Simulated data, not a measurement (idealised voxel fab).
Title: Process Module voxel air gaps
Cross-section cut: width 235 nm, square cells of 5 nm.
Cross-section spec: square-cell grid; bands listed top down; each band is one or more rows.
The entry gives the band's vertical extent as a top height and a bottom height in nm, then its horizontal make-up as materials from left to right, each with a width in nm. "air" stands for empty space; a single material marked "throughout" fills the band edge to edge.
The level at which height equals 0 is the one under which the wafer, as it arrives, is entirely one material. No lower edge exists for the bottom band, which continues downward and is notated as in "0 down".
Top row gets the first number, bottom row gets the second, and each row in between changes by the same step: that is how a band width like "30..40" works.
You'll sometimes find "changes: none" written for a step, and that's the way of saying that nowhere in the cross-section did a cell change during that step.
This entry, "Closed void list", enumerates those empty regions of no fewer than 8 cells that possess no open connection to the top. Each region is reported in the form width x height at distance, the distance being taken from the left edge, with all three quantities expressed in nm.
Formally, on a step line, whatever follows the settings is a remark that the simulator itself makes on the step.
Regarding "overlay nm": on a step with a mask, it is the distance the mask lay to the right of its planned place; a negative value places it to the left.

Planned step list for the process:
1: RECEIVE with material Si
2: CONFORMAL_DEP with material SiO2, thk nm 10
3: CONFORMAL_DEP with material SiN, thk nm 5
4: DIRECTIONAL_DEP with material SiO2, thk nm 40
5: DIRECTIONAL_DEP with material aC, thk nm 15
6: PATTERN with tone open, mask id LINES, material resist, width nm 25, pitch nm 55, thk nm 30, overlay nm 0
7: DIRECTIONAL_ETCH with etch materials aC, depth nm 15
8: STRIP with etch materials resist
9: DIRECTIONAL_ETCH with etch materials SiO2, depth nm 40
10: STRIP with etch materials aC
11: CONFORMAL_DEP with material TiN, thk nm 5
12: FILL_DEP with material Cu, thk nm 5
13: CMP with height nm 55
14: EPI with material Ru, thk nm 10
15: SELECTIVE_ETCH with etch materials SiO2, depth nm 50
16: CONFORMAL_DEP with material SiCN, thk nm 5

As received, after step 1:
    0 down | Si throughout
    Closed void list: none

First of two wafers: cross-section at end of module, run per plan:
    70 to 65 | air (5) | SiCN (220) | air (10)
    65 to 55 | air (5) | SiCN (5) | Ru (45) | SiCN (10) | Ru (45) | SiCN (10) | Ru (45) | SiCN (10) | Ru (45) | SiCN (5) | air (10)
    55 to 50 | air (5) | SiCN (15) | TiN (5) | Cu (15) | TiN (5) | SiCN (30) | TiN (5) | Cu (15) | TiN (5) | SiCN (30) | TiN (5) | Cu (15) | TiN (5) | SiCN (30) | TiN (5) | Cu (15) | TiN (5) | SiCN (15) | air (10)
    50 to 20 | air (15) | SiCN (5) | TiN (5) | Cu (15) | TiN (5) | SiCN (5) | air (20) | SiCN (5) | TiN (5) | Cu (15) | TiN (5) | SiCN (5) | air (20) | SiCN (5) | TiN (5) | Cu (15) | TiN (5) | SiCN (5) | air (20) | SiCN (5) | TiN (5) | Cu (15) | TiN (5) | SiCN (5) | air (20)
    20 to 15 | SiCN (20) | TiN (25) | SiCN (30) | TiN (25) | SiCN (30) | TiN (25) | SiCN (30) | TiN (25) | SiCN (25)
    15 to 10 | SiN throughout
    10 to 0 | SiO2 throughout
    0 down | Si throughout
    Closed void list: 20 x 30 at 50; 20 x 30 at 105; 20 x 30 at 160

What the second wafer looks like in cross-section once the module is done. Its start and its plan matched the first wafer's exactly; what differed was one mistake in how it was run:
    65 to 55 | air (10) | Ru (45) | air (10) | Ru (45) | air (10) | Ru (45) | air (10) | Ru (45) | air (15)
    55 to 20 | air (20) | TiN (5) | Cu (15) | TiN (5) | air (30) | TiN (5) | Cu (15) | TiN (5) | air (30) | TiN (5) | Cu (15) | TiN (5) | air (30) | TiN (5) | Cu (15) | TiN (5) | air (25)
    20 to 15 | air (20) | TiN (25) | air (30) | TiN (25) | air (30) | TiN (25) | air (30) | TiN (25) | air (25)
    15 to 10 | SiN throughout
    10 to 0 | SiO2 throughout
    0 down | Si throughout
    Closed void list: none
Against the plan, the run slipped here: execution of step 16 of the plan did not take place, the step having been omitted
It is noted that, at the conclusion of processing, the second wafer exhibits a higher or lower cell count for certain materials relative to the first: SiCN -159
By the end, 3 closed voids are present in the first wafer and 0 in the second.
